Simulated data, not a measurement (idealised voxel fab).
voxel transistor to metal: a process module
Pictured: cross-section cut, 160 nm wide, on a grid of 5 nm square cells.
In this document a cross-section is written as a grid of square cells. It is given as a series of bands, listed from the top down, and a band is one or more rows of cells. Heads up on the band format: heights come first, top then bottom, in nm. After that it's the materials left to right, each with its width in nm. A single material flagged "throughout" fills the whole band edge to edge, and "blank" means there's empty space there. Ref level 0: as-received wafer is one material below here. Bottom band extends down with no lower bound ("0..down"). The expression "30 to 40" gives the width at the extremes of the band, the first number at its top row of cells and the second at its bottom row, with the width changing by equal amounts from each row to the next in between. Key: "nothing got changed" - step with no changed cell in the cross-section. Enclosed cavity list: empty space of 8 cells or more with no open way to the top, each as width x height at its distance from the left edge, in nm. Note: text after step settings on the step line = simulator remark on that step. "overlay nm" denotes, for a step that has a mask, the displacement of the mask to the right of its planned place, with negative values corresponding to the left.

# Process steps (planned)
1. RECEIVE with material Si
2. OXIDIZE with depth nm 5
3. CONFORMAL_DEP with material SiN, thk nm 10
4. MASKED_ETCH with tone cover, mask id ACTIVE, width nm 110, etch materials SiN, depth nm 10, overlay nm 0
5. MASKED_ETCH with tone cover, mask id ACTIVE, width nm 110, etch materials SiO2, depth nm 5, overlay nm 0
6. MASKED_ETCH with tone cover, mask id ACTIVE, width nm 110, etch materials Si, depth nm 35, overlay nm 0
7. FILL_DEP with material SiO2, thk nm 15
8. CMP with height nm 10
9. SELECTIVE_ETCH with etch materials SiO2, depth nm 5
10. STRIP with etch materials SiN
11. SELECTIVE_ETCH with etch materials SiO2, depth nm 5
12. OXIDIZE with depth nm 5
13. DIRECTIONAL_DEP with material polySi, thk nm 30
14. DIRECTIONAL_DEP with material SiCN, thk nm 15
15. DIRECTIONAL_DEP with material aC, thk nm 15
16. PATTERN with tone cover, mask id GATE, material resist, width nm 20, thk nm 30, overlay nm 0
17. DIRECTIONAL_ETCH with etch materials aC, depth nm 15
18. STRIP with etch materials resist
19. DIRECTIONAL_ETCH with etch materials SiCN, depth nm 25
20. DIRECTIONAL_ETCH with etch materials polySi, depth nm 40
21. STRIP with etch materials aC
22. CONFORMAL_DEP with material SiO2, thk nm 5
23. DIRECTIONAL_ETCH with etch materials SiO2, depth nm 5
24. CONFORMAL_DEP with material SiN, thk nm 5
25. DIRECTIONAL_ETCH with etch materials SiN, depth nm 5
26. DIRECTIONAL_ETCH with etch materials SiO2, depth nm 5
27. DIRECTIONAL_ETCH with etch materials Si, depth nm 10
28. EPI with material SiGe, thk nm 15
29. FILL_DEP with material SiO2, thk nm 5
30. CMP with height nm 40
31. DIRECTIONAL_DEP with material SiO2, thk nm 10
32. DIRECTIONAL_DEP with material aC, thk nm 10
33. PATTERN with tone open, mask id CONTACT, material resist, width nm 20, pitch nm 70, thk nm 30, overlay nm 0
34. DIRECTIONAL_ETCH with etch materials aC, depth nm 10
35. STRIP with etch materials resist
36. DIRECTIONAL_ETCH with etch materials SiO2, depth nm 45
37. STRIP with etch materials aC
38. CONFORMAL_DEP with material TiN, thk nm 5
39. FILL_DEP with material W, thk nm 10
40. CMP with height nm 50
41. CONFORMAL_DEP with material SiCN, thk nm 5
42. DIRECTIONAL_DEP with material lowk, thk nm 15
43. DIRECTIONAL_DEP with material aC, thk nm 15
44. PATTERN with tone open, mask id METAL_1, material resist, width nm 20, pitch nm 70, thk nm 35, overlay nm 0
45. DIRECTIONAL_ETCH with etch materials aC, depth nm 15
46. STRIP with etch materials resist
47. DIRECTIONAL_ETCH with etch materials lowk, depth nm 15
48. DIRECTIONAL_ETCH with etch materials SiCN, depth nm 5
49. STRIP with etch materials aC
50. CONFORMAL_DEP with material TiN, thk nm 5
51. FILL_DEP with material Cu, thk nm 5
52. CMP with height nm 70
53. CONFORMAL_DEP with material SiCN, thk nm 5
54. DIRECTIONAL_DEP with material SiO2, thk nm 30
55. MASKED_ETCH with tone open, mask id METAL_2, width nm 20, pitch nm 70, etch materials SiO2, depth nm 20, overlay nm 0
56. PATTERN with tone open, mask id METAL_2_HOLES, material resist, width nm 15, pitch nm 70, thk nm 15, overlay nm 0
57. DIRECTIONAL_ETCH with etch materials SiO2, depth nm 10
58. DIRECTIONAL_ETCH with etch materials SiCN, depth nm 5
59. STRIP with etch materials resist
60. CONFORMAL_DEP with material TiN, thk nm 5
61. FILL_DEP with material Cu, thk nm 5
62. CMP with height nm 105
63. CONFORMAL_DEP with material SiN, thk nm 5

# This is the cross-section of the wafer as we received it, i.e. after step 1
    0..down: Si throughout
    Enclosed cavity list: none

# Post-module cross-section of the first of two wafers (run per plan)
    110..105: SiN throughout
    105..90: SiO2 35, then TiN 5, then Cu 10, then TiN 5, then SiO2 50, then TiN 5, then Cu 10, then TiN 5, then SiO2 35
    90..85: SiO2 35, then TiN 5, then Cu 5, then TiN 10, then SiO2 50, then TiN 5, then Cu 5, then TiN 10, then SiO2 35
    85..75: SiO2 35, then TiN 5, then Cu 5, then TiN 5, then SiO2 55, then TiN 5, then Cu 5, then TiN 5, then SiO2 40
    75..70: SiCN 35, then TiN 15, then SiCN 55, then TiN 15, then SiCN 40
    70..55: lowk 35, then TiN 5, then Cu 10, then TiN 5, then lowk 50, then TiN 5, then Cu 10, then TiN 5, then lowk 35
    55..50: SiCN 35, then TiN 20, then SiCN 50, then TiN 20, then SiCN 35
    50..40: SiO2 35, then TiN 5, then W 10, then TiN 5, then SiO2 50, then TiN 5, then W 10, then TiN 5, then SiO2 35
    40..25: SiO2 35, then TiN 5, then W 10, then TiN 5, then SiO2 5, then SiN 5, then SiO2 5, then SiCN 20, then SiO2 5, then SiN 5, then SiO2 5, then TiN 5, then W 10, then TiN 5, then SiO2 35
    25..10: SiO2 35, then TiN 5, then W 10, then TiN 5, then SiO2 5, then SiN 5, then SiO2 5, then polySi 20, then SiO2 5, then SiN 5, then SiO2 5, then TiN 5, then W 10, then TiN 5, then SiO2 35
    10..5: SiO2 35, then TiN 20, then SiO2 5, then SiN 5, then SiO2 5, then polySi 20, then SiO2 5, then SiN 5, then SiO2 5, then TiN 20, then SiO2 35
    5..0: SiO2 25, then SiGe 35, then SiN 5, then SiO2 5, then polySi 20, then SiO2 5, then SiN 5, then SiGe 35, then SiO2 25
    0..-5: SiO2 25, then SiN 5, then SiGe 30, then SiN 5, then SiO2 5, then polySi 20, then SiO2 5, then SiN 5, then SiGe 30, then SiN 5, then SiO2 25
    -5..-10: SiO2 30, then SiGe 30, then SiO2 40, then SiGe 30, then SiO2 30
    -10..-20: SiO2 25, then Si 5, then SiGe 30, then Si 40, then SiGe 30, then Si 5, then SiO2 25
    -20..-40: SiO2 25, then Si 110, then SiO2 25
    -40..down: Si throughout
    Enclosed cavity list: none

# Cross-sectional view: second of two wafers, end of module; start and plan identical to the first, one mistake in running
    110..105: SiN throughout
    105..90: SiO2 35, then TiN 5, then Cu 10, then TiN 5, then SiO2 50, then TiN 5, then Cu 10, then TiN 5, then SiO2 35
    90..85: SiO2 35, then TiN 5, then Cu 5, then TiN 10, then SiO2 50, then TiN 5, then Cu 5, then TiN 10, then SiO2 35
    85..75: SiO2 35, then TiN 5, then Cu 5, then TiN 5, then SiO2 55, then TiN 5, then Cu 5, then TiN 5, then SiO2 40
    75..70: SiCN 35, then TiN 15, then SiCN 55, then TiN 15, then SiCN 40
    70..55: lowk 35, then TiN 5, then Cu 10, then TiN 5, then lowk 50, then TiN 5, then Cu 10, then TiN 5, then lowk 35
    55..50: SiCN 35, then TiN 20, then SiCN 50, then TiN 20, then SiCN 35
    50..40: SiO2 35, then TiN 5, then W 10, then TiN 5, then SiO2 50, then TiN 5, then W 10, then TiN 5, then SiO2 35
    40..35: SiO2 35, then TiN 5, then W 10, then TiN 5, then SiO2 5, then SiN 5, then SiO2 5, then SiCN 20, then SiO2 5, then SiN 5, then SiO2 5, then TiN 5, then W 10, then TiN 5, then SiO2 35
    35..30: SiCN 20, then SiO2 5, then SiN 5, then SiO2 5, then TiN 20, then SiO2 5, then SiN 5, then SiO2 5, then SiCN 20, then SiO2 5, then SiN 5, then SiO2 5, then TiN 20, then SiO2 5, then SiN 5, then SiO2 5, then SiCN 20
    30..25: polySi 20, then SiCN 120, then polySi 20
    25..0: polySi throughout
    0..-5: SiO2 20, then polySi 120, then SiO2 20
    -5..-10: SiO2 throughout
    -10..-40: SiO2 25, then Si 110, then SiO2 25
    -40..down: Si throughout
    Enclosed cavity list: none
What was done differently from what was planned? in the plan, step 14 was performed twice
Wrapping up, a cell-based count of both wafers puts the second over or under the first for these materials: Si: 24 more; SiCN: 28 more; SiGe: 62 fewer; SiN: 14 fewer; SiO2: 104 fewer; TiN: 20 fewer; W: 20 fewer; polySi: 168 more
